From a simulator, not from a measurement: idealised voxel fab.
Name of the process module below: voxel tone inversion
The cross-section shown here is cut; it is 145 nm wide and divided into square cells measuring 5 nm on a side.
Cross-section, as written here: a square-cell grid given band by band from the top down, where a band holds one or more rows of cells. Quick guide to a band line: top height, bottom height (nm) up front; then every material left to right with its width in nm. Only one material and it's marked "throughout"? Then it fills the band edge to edge. And "empty" just means empty space. The level at which height equals 0 is the one under which the wafer, as it arrives, is entirely one material. No lower edge exists for the bottom band, which continues downward and is notated as in "from 0 down". Read "30..40" as a graded width: first number on top, second number at the bottom, same change between each pair of neighbouring rows. Take "nothing changed" at face value: in the step it is given for, the cross-section changed in none of its cells. Entry "Unvented cavities". Content: empty spaces with no open connection to the top, size 8 cells or greater. Each: width x height at distance. Distance: from left edge. Unit: nm. Whatever follows a step's settings on its line is a remark the simulator itself makes about that step. The line of a step may include "overlay nm". On a step with a mask, this value is how far to the right of its planned place the mask lay. A negative value means the mask lay to the left.
## Planned process steps
1: RECEIVE: material Si
2: CONFORMAL_DEP: material SiCN, thk nm 10
3: DIRECTIONAL_DEP: material aC, thk nm 25
4: PATTERN: tone cover, mask id POSTS, material resist, width nm 25, pitch nm 40, thk nm 30, overlay nm 0
5: DIRECTIONAL_ETCH: etch materials aC, depth nm 25
6: STRIP: etch materials resist
7: FILL_DEP: material SiO2, thk nm 5
8: CMP: height nm 35
9: STRIP: etch materials aC
10: CONFORMAL_DEP: material TiN, thk nm 5
11: FILL_DEP: material Ru, thk nm 5
12: CMP: height nm 35
13: CONFORMAL_DEP: material SiCN, thk nm 5
## Cross-section, incoming material, after step 1
from 0 down  Si throughout
Unvented cavities: none
## Wafer at module end, in section. Began as above, planned as above, run with one mistake
from 40 to 35  SiCN throughout
from 35 to 15  SiO2 (30), TiN (5), Ru (15), TiN (5), SiO2 (15), TiN (5), Ru (15), TiN (5), SiO2 (50)
from 15 to 10  SiO2 (30), TiN (25), SiO2 (15), TiN (25), SiO2 (50)
from 10 to 0  SiCN throughout
from 0 down  Si throughout
Unvented cavities: none
Misprocessing identified: contrary to plan, step 4 was performed as PATTERN: tone cover, mask id POSTS, material resist, width nm 25, pitch nm 40, thk nm 30, overlay nm -10
